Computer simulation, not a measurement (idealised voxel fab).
The following process module bears the name voxel capacitor over wiring.
In the cross-section labelled cut, the width is 270 nm and each square cell is 5 nm.
Heads up, the way a cross-section reads in here is a grid of square cells, handed over as bands from the top down, with every band being one or more rows of cells.
Read a band's entry like this: the first values are the height of its top and the height of its bottom in nm, and what follows is the sequence of materials from left to right, each with its width in nm. Note that "empty" is empty space, and that a single material marked "throughout" reaches across the band from edge to edge.
Heights are measured from 0, the level below which the as-received wafer is all one material; the lowest band has no bottom and continues downward, written as in "z 0 and below".
With a width like "30..40", each row of cells in the band differs from the next by the same amount, the top row carrying the first number and the bottom row the second.
You'll sometimes find "remains unaltered" written for a step, and that's the way of saying that nowhere in the cross-section did a cell change during that step.
In "Closed-off voids" the enclosed voids are listed, meaning empty spaces of 8 cells or larger without any opening to the top. The form is width x height at distance, distance from the left edge, units nm.
It should be noted that, on the line of a given step, the content following the step's settings is a remark produced by the simulator itself with respect to that step.
overlay nm: mask offset rightward from planned place, masked step; negative means leftward offset.

**plan**
1) RECEIVE (material Si)
2) CONFORMAL_DEP (material SiO2; thk nm 15)
3) CONFORMAL_DEP (material SiN; thk nm 5)
4) DIRECTIONAL_DEP (material lowk; thk nm 15)
5) PATTERN (tone open; mask id METAL_1; material resist; width nm 25; pitch nm 85; thk nm 15; overlay nm 0)
6) DIRECTIONAL_ETCH (etch materials lowk; depth nm 15)
7) DIRECTIONAL_ETCH (etch materials SiN; depth nm 5)
8) STRIP (etch materials resist)
9) CONFORMAL_DEP (material TiN; thk nm 5)
10) FILL_DEP (material Cu; thk nm 10)
11) CMP (height nm 35)
12) CONFORMAL_DEP (material SiCN; thk nm 5)
13) DIRECTIONAL_DEP (material lowk; thk nm 20)
14) PATTERN (tone open; mask id PLUG_1; material resist; width nm 15; thk nm 15; overlay nm 0)
15) DIRECTIONAL_ETCH (etch materials lowk; depth nm 20)
16) DIRECTIONAL_ETCH (etch materials SiCN; depth nm 5)
17) STRIP (etch materials resist)
18) EPI (material Ru; thk nm 10)
19) EPI (material Ru; thk nm 10)
20) EPI (material Ru; thk nm 5)
21) DIRECTIONAL_DEP (material TiN; thk nm 5)
22) DIRECTIONAL_DEP (material HfO2; thk nm 5)
23) DIRECTIONAL_DEP (material TiN; thk nm 10)
24) DIRECTIONAL_DEP (material aC; thk nm 10)
25) PATTERN (tone cover; mask id UPPER_PLATE; material resist; width nm 65; thk nm 30; overlay nm 0)
26) DIRECTIONAL_ETCH (etch materials aC; depth nm 10)
27) STRIP (etch materials resist)
28) DIRECTIONAL_ETCH (etch materials TiN; depth nm 10)
29) DIRECTIONAL_ETCH (etch materials HfO2; depth nm 5)
30) STRIP (etch materials aC)
31) DIRECTIONAL_DEP (material aC; thk nm 15)
32) PATTERN (tone cover; mask id LOWER_PLATE; material resist; width nm 75; thk nm 35; overlay nm 0)
33) DIRECTIONAL_ETCH (etch materials aC; depth nm 15)
34) STRIP (etch materials resist)
35) DIRECTIONAL_ETCH (etch materials TiN; depth nm 5)
36) STRIP (etch materials aC)
37) FILL_DEP (material SiO2; thk nm 20)
38) CMP (height nm 95)
39) DIRECTIONAL_DEP (material aC; thk nm 10)
40) PATTERN (tone open; mask id PLUG_2; material resist; width nm 15; thk nm 25; overlay nm 0)
41) DIRECTIONAL_ETCH (etch materials aC; depth nm 10)
42) STRIP (etch materials resist)
43) DIRECTIONAL_ETCH (etch materials SiO2; depth nm 15)
44) STRIP (etch materials aC)
45) CONFORMAL_DEP (material TiN; thk nm 5)
46) FILL_DEP (material Cu; thk nm 5)
47) CMP (height nm 95)
48) CONFORMAL_DEP (material SiCN; thk nm 5)

**The first wafer of two, processed as planned**

**Cross-section: wafer on arrival = after step 1**
  z 0 and below = Si throughout
  Closed-off voids: none

**Wafer after step 2 (cross-section)**
  z 15 to 0 = SiO2 throughout
  Beneath the level 0, the cross-section is identical to its previous state.

**Wafer after step 3 (cross-section)**
  z 20 to 15 = SiN throughout
  Beneath the level 15, the cross-section is identical to its previous state.

**Wafer after step 4 (cross-section)**
  z 35 to 20 = lowk throughout
  Beneath the level 20, the cross-section is identical to its previous state.

**Wafer after step 5 (cross-section)**
  z 50 to 35 = resist=80 | empty=25 | resist=60 | empty=25 | resist=80
  Beneath the level 35, the cross-section is identical to its previous state.

**Wafer after step 6 (cross-section)**
  z 50 to 35 = resist=80 | empty=25 | resist=60 | empty=25 | resist=80
  z 35 to 20 = lowk=80 | empty=25 | lowk=60 | empty=25 | lowk=80
  Beneath the level 20, the cross-section is identical to its previous state.

**Wafer after step 7 (cross-section)**
  z 50 to 35 = resist=80 | empty=25 | resist=60 | empty=25 | resist=80
  z 35 to 20 = lowk=80 | empty=25 | lowk=60 | empty=25 | lowk=80
  z 20 to 15 = SiN=80 | empty=25 | SiN=60 | empty=25 | SiN=80
  Beneath the level 15, the cross-section is identical to its previous state.

**Wafer after step 8 (cross-section)**
  z 35 to 20 = lowk=80 | empty=25 | lowk=60 | empty=25 | lowk=80
  Beneath the level 20, the cross-section is identical to its previous state.

**Wafer after step 9 (cross-section)**
  z 40 to 35 = TiN=85 | empty=15 | TiN=70 | empty=15 | TiN=85
  z 35 to 20 = lowk=80 | TiN=5 | empty=15 | TiN=5 | lowk=60 | TiN=5 | empty=15 | TiN=5 | lowk=80
  z 20 to 15 = SiN=80 | TiN=25 | SiN=60 | TiN=25 | SiN=80
  Beneath the level 15, the cross-section is identical to its previous state.

**Wafer after step 10 (cross-section)**
  z 50 to 40 = Cu throughout
  z 40 to 35 = TiN=85 | Cu=15 | TiN=70 | Cu=15 | TiN=85
  z 35 to 20 = lowk=80 | TiN=5 | Cu=15 | TiN=5 | lowk=60 | TiN=5 | Cu=15 | TiN=5 | lowk=80
  Beneath the level 20, the cross-section is identical to its previous state.

**Wafer after step 11 (cross-section)**
  z 35 to 20 = lowk=80 | TiN=5 | Cu=15 | TiN=5 | lowk=60 | TiN=5 | Cu=15 | TiN=5 | lowk=80
  Beneath the level 20, the cross-section is identical to its previous state.

**Wafer after step 12 (cross-section)**
  z 40 to 35 = SiCN throughout
  Beneath the level 35, the cross-section is identical to its previous state.

**Wafer after step 13 (cross-section)**
  z 60 to 40 = lowk throughout
  Beneath the level 40, the cross-section is identical to its previous state.

**Wafer after step 14 (cross-section)**
  z 75 to 60 = resist=90 | empty=15 | resist=165
  Beneath the level 60, the cross-section is identical to its previous state.

**Wafer after step 15 (cross-section)**
  z 75 to 60 = resist=90 | empty=15 | resist=165
  z 60 to 40 = lowk=90 | empty=15 | lowk=165
  Beneath the level 40, the cross-section is identical to its previous state.

**Wafer after step 16 (cross-section)**
  z 75 to 60 = resist=90 | empty=15 | resist=165
  z 60 to 40 = lowk=90 | empty=15 | lowk=165
  z 40 to 35 = SiCN=90 | empty=15 | SiCN=165
  Beneath the level 35, the cross-section is identical to its previous state.

**Wafer after step 17 (cross-section)**
  z 60 to 40 = lowk=90 | empty=15 | lowk=165
  Beneath the level 40, the cross-section is identical to its previous state.

**Wafer after step 18 (cross-section)**
  z 60 to 45 = lowk=90 | empty=15 | lowk=165
  z 45 to 40 = lowk=90 | Ru=15 | lowk=165
  z 40 to 35 = SiCN=90 | Ru=15 | SiCN=165
  Beneath the level 35, the cross-section is identical to its previous state.

**Wafer after step 19 (cross-section)**
  z 60 to 55 = lowk=90 | empty=15 | lowk=165
  z 55 to 40 = lowk=90 | Ru=15 | lowk=165
  Beneath the level 40, the cross-section is identical to its previous state.

**Wafer after step 20 (cross-section)**
  z 60 to 40 = lowk=90 | Ru=15 | lowk=165
  Beneath the level 40, the cross-section is identical to its previous state.

**Wafer after step 21 (cross-section)**
  z 65 to 60 = TiN throughout
  Beneath the level 60, the cross-section is identical to its previous state.

**Wafer after step 22 (cross-section)**
  z 70 to 65 = HfO2 throughout
  Beneath the level 65, the cross-section is identical to its previous state.

**Wafer after step 23 (cross-section)**
  z 80 to 70 = TiN throughout
  Beneath the level 70, the cross-section is identical to its previous state.

**Wafer after step 24 (cross-section)**
  z 90 to 80 = aC throughout
  Beneath the level 80, the cross-section is identical to its previous state.

**Wafer after step 25 (cross-section)**
  z 120 to 90 = empty=90 | resist=65 | empty=115
  Beneath the level 90, the cross-section is identical to its previous state.

**Wafer after step 26 (cross-section)**
  z 110 to 90 = empty=90 | resist=65 | empty=115
  z 90 to 80 = empty=90 | aC=65 | empty=115
  Beneath the level 80, the cross-section is identical to its previous state.

**Wafer after step 27 (cross-section)**
  z 90 to 80 = empty=90 | aC=65 | empty=115
  Beneath the level 80, the cross-section is identical to its previous state.

**Wafer after step 28 (cross-section)**
  z 90 to 80 = empty=90 | aC=65 | empty=115
  z 80 to 70 = empty=90 | TiN=65 | empty=115
  Beneath the level 70, the cross-section is identical to its previous state.

**Wafer after step 29 (cross-section)**
  z 90 to 80 = empty=90 | aC=65 | empty=115
  z 80 to 70 = empty=90 | TiN=65 | empty=115
  z 70 to 65 = empty=90 | HfO2=65 | empty=115
  Beneath the level 65, the cross-section is identical to its previous state.

**Wafer after step 30 (cross-section)**
  z 80 to 70 = empty=90 | TiN=65 | empty=115
  Beneath the level 70, the cross-section is identical to its previous state.

**Wafer after step 31 (cross-section)**
  z 95 to 80 = empty=90 | aC=65 | empty=115
  z 80 to 70 = aC=90 | TiN=65 | aC=115
  z 70 to 65 = aC=90 | HfO2=65 | aC=115
  Beneath the level 65, the cross-section is identical to its previous state.

**Wafer after step 32 (cross-section)**
  z 130 to 95 = empty=85 | resist=75 | empty=110
  z 95 to 80 = empty=85 | resist=5 | aC=65 | resist=5 | empty=110
  Beneath the level 80, the cross-section is identical to its previous state.

**Wafer after step 33 (cross-section)**
  z 115 to 95 = empty=85 | resist=75 | empty=110
  z 95 to 80 = empty=85 | resist=5 | aC=65 | resist=5 | empty=110
  z 80 to 70 = empty=85 | aC=5 | TiN=65 | aC=5 | empty=110
  z 70 to 65 = empty=85 | aC=5 | HfO2=65 | aC=5 | empty=110
  Beneath the level 65, the cross-section is identical to its previous state.

**Wafer after step 34 (cross-section)**
  z 95 to 80 = empty=90 | aC=65 | empty=115
  Beneath the level 80, the cross-section is identical to its previous state.

**Wafer after step 35 (cross-section)**
  z 95 to 80 = empty=90 | aC=65 | empty=115
  z 80 to 70 = empty=85 | aC=5 | TiN=65 | aC=5 | empty=110
  z 70 to 65 = empty=85 | aC=5 | HfO2=65 | aC=5 | empty=110
  z 65 to 60 = empty=85 | TiN=75 | empty=110
  Beneath the level 60, the cross-section is identical to its previous state.

**Wafer after step 36 (cross-section)**
  z 80 to 70 = empty=90 | TiN=65 | empty=115
  z 70 to 65 = empty=90 | HfO2=65 | empty=115
  Beneath the level 65, the cross-section is identical to its previous state.

**Wafer after step 37 (cross-section)**
  z 100 to 80 = SiO2 throughout
  z 80 to 70 = SiO2=90 | TiN=65 | SiO2=115
  z 70 to 65 = SiO2=90 | HfO2=65 | SiO2=115
  z 65 to 60 = SiO2=85 | TiN=75 | SiO2=110
  Beneath the level 60, the cross-section is identical to its previous state.

**Wafer after step 38 (cross-section)**
  z 95 to 80 = SiO2 throughout
  Beneath the level 80, the cross-section is identical to its previous state.

**Wafer after step 39 (cross-section)**
  z 105 to 95 = aC throughout
  Beneath the level 95, the cross-section is identical to its previous state.

**Wafer after step 40 (cross-section)**
  z 130 to 105 = resist=100 | empty=15 | resist=155
  Beneath the level 105, the cross-section is identical to its previous state.

**Wafer after step 41 (cross-section)**
  z 120 to 105 = resist=100 | empty=15 | resist=155
  z 105 to 95 = aC=100 | empty=15 | aC=155
  Beneath the level 95, the cross-section is identical to its previous state.

**Wafer after step 42 (cross-section)**
  z 105 to 95 = aC=100 | empty=15 | aC=155
  Beneath the level 95, the cross-section is identical to its previous state.

**Wafer after step 43 (cross-section)**
  z 105 to 95 = aC=100 | empty=15 | aC=155
  z 95 to 80 = SiO2=100 | empty=15 | SiO2=155
  Beneath the level 80, the cross-section is identical to its previous state.

**Wafer after step 44 (cross-section)**
  z 95 to 80 = SiO2=100 | empty=15 | SiO2=155
  Beneath the level 80, the cross-section is identical to its previous state.

**Wafer after step 45 (cross-section)**
  z 100 to 95 = TiN=105 | empty=5 | TiN=160
  z 95 to 85 = SiO2=100 | TiN=5 | empty=5 | TiN=5 | SiO2=155
  z 85 to 80 = SiO2=100 | TiN=15 | SiO2=155
  Beneath the level 80, the cross-section is identical to its previous state.

**Wafer after step 46 (cross-section)**
  z 105 to 100 = Cu throughout
  z 100 to 95 = TiN=105 | Cu=5 | TiN=160
  z 95 to 85 = SiO2=100 | TiN=5 | Cu=5 | TiN=5 | SiO2=155
  Beneath the level 85, the cross-section is identical to its previous state.

**Wafer after step 47 (cross-section)**
  z 95 to 85 = SiO2=100 | TiN=5 | Cu=5 | TiN=5 | SiO2=155
  Beneath the level 85, the cross-section is identical to its previous state.

**Wafer after step 48 (cross-section)**
  z 100 to 95 = SiCN throughout
  Beneath the level 95, the cross-section is identical to its previous state.

**Here the second wafer is described. Its start and its plan were those of the first wafer. Its run contained one mistake. Up to and including step 12, it did exactly what the first wafer did**

**Cross-section, second wafer, at the end time the plan gives for step 13**
  z 80 to 40 = lowk throughout
  Beneath the level 40, the cross-section is identical to its previous state.

**Cross-section, second wafer, at the end time the plan gives for step 14**
  z 95 to 80 = resist=90 | empty=15 | resist=165
  Beneath the level 80, the cross-section is identical to its previous state.

**Cross-section, second wafer, at the end time the plan gives for step 15**
  z 95 to 80 = resist=90 | empty=15 | resist=165
  z 80 to 60 = lowk=90 | empty=15 | lowk=165
  Beneath the level 60, the cross-section is identical to its previous state.

Cross-section, second wafer, at the end time the plan gives for step 16: remains unaltered

**Cross-section, second wafer, at the end time the plan gives for step 17**
  z 80 to 60 = lowk=90 | empty=15 | lowk=165
  Beneath the level 60, the cross-section is identical to its previous state.

Cross-section, second wafer, at the end time the plan gives for step 18: remains unaltered

Cross-section, second wafer, at the end time the plan gives for step 19: remains unaltered

Cross-section, second wafer, at the end time the plan gives for step 20: remains unaltered

**Cross-section, second wafer, at the end time the plan gives for step 21**
  z 85 to 80 = TiN=90 | empty=15 | TiN=165
  z 80 to 65 = lowk=90 | empty=15 | lowk=165
  z 65 to 60 = lowk=90 | TiN=15 | lowk=165
  Beneath the level 60, the cross-section is identical to its previous state.

**Cross-section, second wafer, at the end time the plan gives for step 22**
  z 90 to 85 = HfO2=90 | empty=15 | HfO2=165
  z 85 to 80 = TiN=90 | empty=15 | TiN=165
  z 80 to 70 = lowk=90 | empty=15 | lowk=165
  z 70 to 65 = lowk=90 | HfO2=15 | lowk=165
  Beneath the level 65, the cross-section is identical to its previous state.

**Cross-section, second wafer, at the end time the plan gives for step 23**
  z 100 to 90 = TiN=90 | empty=15 | TiN=165
  z 90 to 85 = HfO2=90 | empty=15 | HfO2=165
  z 85 to 80 = TiN=90 | empty=15 | TiN=165
  z 80 to 70 = lowk=90 | TiN=15 | lowk=165
  Beneath the level 70, the cross-section is identical to its previous state.

**Cross-section, second wafer, at the end time the plan gives for step 24**
  z 110 to 100 = aC=90 | empty=15 | aC=165
  z 100 to 90 = TiN=90 | empty=15 | TiN=165
  z 90 to 85 = HfO2=90 | aC=15 | HfO2=165
  z 85 to 80 = TiN=90 | aC=15 | TiN=165
  Beneath the level 80, the cross-section is identical to its previous state.

**Cross-section, second wafer, at the end time the plan gives for step 25**
  z 140 to 110 = empty=90 | resist=65 | empty=115
  z 110 to 100 = aC=90 | resist=15 | aC=165
  z 100 to 90 = TiN=90 | resist=15 | TiN=165
  Beneath the level 90, the cross-section is identical to its previous state.

**Cross-section, second wafer, at the end time the plan gives for step 26**
  z 130 to 110 = empty=90 | resist=65 | empty=115
  z 110 to 100 = empty=90 | resist=15 | aC=50 | empty=115
  Beneath the level 100, the cross-section is identical to its previous state.

**Cross-section, second wafer, at the end time the plan gives for step 27**
  z 110 to 100 = empty=105 | aC=50 | empty=115
  z 100 to 90 = TiN=90 | empty=15 | TiN=165
  Beneath the level 90, the cross-section is identical to its previous state.

**Cross-section, second wafer, at the end time the plan gives for step 28**
  z 110 to 100 = empty=105 | aC=50 | empty=115
  z 100 to 90 = empty=105 | TiN=50 | empty=115
  Beneath the level 90, the cross-section is identical to its previous state.

**Cross-section, second wafer, at the end time the plan gives for step 29**
  z 110 to 100 = empty=105 | aC=50 | empty=115
  z 100 to 90 = empty=105 | TiN=50 | empty=115
  z 90 to 85 = empty=90 | aC=15 | HfO2=50 | empty=115
  Beneath the level 85, the cross-section is identical to its previous state.

**Cross-section, second wafer, at the end time the plan gives for step 30**
  z 100 to 90 = empty=105 | TiN=50 | empty=115
  z 90 to 85 = empty=105 | HfO2=50 | empty=115
  z 85 to 80 = TiN=90 | empty=15 | TiN=165
  Beneath the level 80, the cross-section is identical to its previous state.

**Cross-section, second wafer, at the end time the plan gives for step 31**
  z 115 to 100 = empty=105 | aC=50 | empty=115
  z 100 to 95 = aC=90 | empty=15 | TiN=50 | aC=115
  z 95 to 90 = aC=105 | TiN=50 | aC=115
  z 90 to 85 = aC=105 | HfO2=50 | aC=115
  z 85 to 80 = TiN=90 | aC=15 | TiN=165
  Beneath the level 80, the cross-section is identical to its previous state.

**Cross-section, second wafer, at the end time the plan gives for step 32**
  z 150 to 115 = empty=85 | resist=75 | empty=110
  z 115 to 100 = empty=85 | resist=20 | aC=50 | resist=5 | empty=110
  z 100 to 95 = aC=90 | resist=15 | TiN=50 | aC=115
  Beneath the level 95, the cross-section is identical to its previous state.

**Cross-section, second wafer, at the end time the plan gives for step 33**
  z 135 to 115 = empty=85 | resist=75 | empty=110
  z 115 to 100 = empty=85 | resist=20 | aC=50 | resist=5 | empty=110
  z 100 to 95 = empty=85 | aC=5 | resist=15 | TiN=50 | aC=5 | empty=110
  z 95 to 90 = empty=85 | aC=20 | TiN=50 | aC=5 | empty=110
  z 90 to 85 = empty=85 | aC=20 | HfO2=50 | aC=5 | empty=110
  Beneath the level 85, the cross-section is identical to its previous state.

**Cross-section, second wafer, at the end time the plan gives for step 34**
  z 115 to 100 = empty=105 | aC=50 | empty=115
  z 100 to 95 = empty=85 | aC=5 | empty=15 | TiN=50 | aC=5 | empty=110
  Beneath the level 95, the cross-section is identical to its previous state.

**Cross-section, second wafer, at the end time the plan gives for step 35**
  z 115 to 100 = empty=105 | aC=50 | empty=115
  z 100 to 95 = empty=85 | aC=5 | empty=15 | TiN=50 | aC=5 | empty=110
  z 95 to 90 = empty=85 | aC=20 | TiN=50 | aC=5 | empty=110
  z 90 to 85 = empty=85 | aC=20 | HfO2=50 | aC=5 | empty=110
  z 85 to 80 = empty=85 | TiN=5 | aC=15 | TiN=55 | empty=110
  Beneath the level 80, the cross-section is identical to its previous state.

**Cross-section, second wafer, at the end time the plan gives for step 36**
  z 100 to 90 = empty=105 | TiN=50 | empty=115
  z 90 to 85 = empty=105 | HfO2=50 | empty=115
  z 85 to 80 = empty=85 | TiN=5 | empty=15 | TiN=55 | empty=110
  Beneath the level 80, the cross-section is identical to its previous state.

**Cross-section, second wafer, at the end time the plan gives for step 37**
  z 120 to 100 = SiO2 throughout
  z 100 to 90 = SiO2=105 | TiN=50 | SiO2=115
  z 90 to 85 = SiO2=105 | HfO2=50 | SiO2=115
  z 85 to 80 = SiO2=85 | TiN=5 | SiO2=15 | TiN=55 | SiO2=110
  Beneath the level 80, the cross-section is identical to its previous state.

**Cross-section, second wafer, at the end time the plan gives for step 38**
  z 95 to 90 = SiO2=105 | TiN=50 | SiO2=115
  Beneath the level 90, the cross-section is identical to its previous state.

**Cross-section, second wafer, at the end time the plan gives for step 39**
  z 105 to 95 = aC throughout
  Beneath the level 95, the cross-section is identical to its previous state.

**Cross-section, second wafer, at the end time the plan gives for step 40**
  z 130 to 105 = resist=100 | empty=15 | resist=155
  Beneath the level 105, the cross-section is identical to its previous state.

**Cross-section, second wafer, at the end time the plan gives for step 41**
  z 120 to 105 = resist=100 | empty=15 | resist=155
  z 105 to 95 = aC=100 | empty=15 | aC=155
  Beneath the level 95, the cross-section is identical to its previous state.

**Cross-section, second wafer, at the end time the plan gives for step 42**
  z 105 to 95 = aC=100 | empty=15 | aC=155
  Beneath the level 95, the cross-section is identical to its previous state.

**Cross-section, second wafer, at the end time the plan gives for step 43**
  z 105 to 95 = aC=100 | empty=15 | aC=155
  z 95 to 90 = SiO2=100 | empty=5 | TiN=50 | SiO2=115
  z 90 to 85 = SiO2=100 | empty=5 | HfO2=50 | SiO2=115
  z 85 to 80 = SiO2=85 | TiN=5 | SiO2=10 | empty=5 | TiN=55 | SiO2=110
  Beneath the level 80, the cross-section is identical to its previous state.

**Cross-section, second wafer, at the end time the plan gives for step 44**
  z 95 to 90 = SiO2=100 | empty=5 | TiN=50 | SiO2=115
  Beneath the level 90, the cross-section is identical to its previous state.

**Cross-section, second wafer, at the end time the plan gives for step 45**
  z 100 to 95 = TiN throughout
  z 95 to 90 = SiO2=100 | TiN=55 | SiO2=115
  z 90 to 85 = SiO2=100 | TiN=5 | HfO2=50 | SiO2=115
  z 85 to 80 = SiO2=85 | TiN=5 | SiO2=10 | TiN=60 | SiO2=110
  Beneath the level 80, the cross-section is identical to its previous state.

**Cross-section, second wafer, at the end time the plan gives for step 46**
  z 105 to 100 = Cu throughout
  Beneath the level 100, the cross-section is identical to its previous state.

**Cross-section, second wafer, at the end time the plan gives for step 47**
  z 95 to 90 = SiO2=100 | TiN=55 | SiO2=115
  Beneath the level 90, the cross-section is identical to its previous state.

**Cross-section, second wafer, at the end time the plan gives for step 48**
  z 100 to 95 = SiCN throughout
  Beneath the level 95, the cross-section is identical to its previous state.
So what did we get wrong on this run? step 13, plan: ran twice
Heads up, by the end the second wafer has more or fewer cells of some materials compared to the first: Cu -2, Ru -15, SiCN +3, SiO2 -188, TiN -14, lowk +216
